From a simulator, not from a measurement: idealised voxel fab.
Module name: voxel lift off (process module)
Square cells of 5 nm make up the cross-section cut, whose width is 155 nm.
Notation: cross-section as square-cell grid; stated in bands, top first, going down; one or more cell rows per band.
The entry gives the band's vertical extent as a top height and a bottom height in nm, then its horizontal make-up as materials from left to right, each with a width in nm. "blank" stands for empty space; a single material marked "full width" fills the band edge to edge.
Heights are reckoned from 0. Under this level, the received wafer is all of one material. The bottommost band is open-ended downward, for example "top 0, no bottom".
Top row gets the first number, bottom row gets the second, and each row in between changes by the same step: that is how a band width like "30..40" works.
When a step is marked "no change", none of the cells in the cross-section changed during that step.
Listed in "Sealed void inventory": every empty space of 8 or more cells without an open way to the top. Form: width x height at distance, the distance being from the left edge, all in nm.
It should be noted that, on the line of a given step, the content following the step's settings is a remark produced by the simulator itself with respect to that step.
overlay nm: on a step with a mask, how far right of its planned place the mask lay; negative means left.

Planned step list for the process:
step 1: RECEIVE (material Si)
step 2: CONFORMAL_DEP (material Al2O3; thk nm 5)
step 3: PATTERN (tone open; mask id LINES; material resist; width nm 15; pitch nm 30; thk nm 25; overlay nm 0)
step 4: DIRECTIONAL_DEP (material Ru; thk nm 15)
step 5: STRIP (etch materials resist)
step 6: CONFORMAL_DEP (material SiO2; thk nm 5)
Be aware that, although all wafers share a common starting state, the thk nm at step 2 differs among them, and the plan displays the first wafer's value.

Cross-section of the first of several wafers as received (after step 1):
top 0, no bottom  Si full width
Sealed void inventory: none

Here is how to read the rows: every wafer has a row, and it shows the wafer at the end of the module, giving for each material how many cells were gained (+) or lost (-) since the wafer was received, then listing its closed voids:
thk nm 5 | +31 Al2O3 | +36 Ru | +55 SiO2 | Sealed void inventory: none
thk nm 10 | +62 Al2O3 | +36 Ru | +55 SiO2 | Sealed void inventory: none
thk nm 15 | +93 Al2O3 | +36 Ru | +55 SiO2 | Sealed void inventory: none
thk nm 20 | +124 Al2O3 | +36 Ru | +55 SiO2 | Sealed void inventory: none
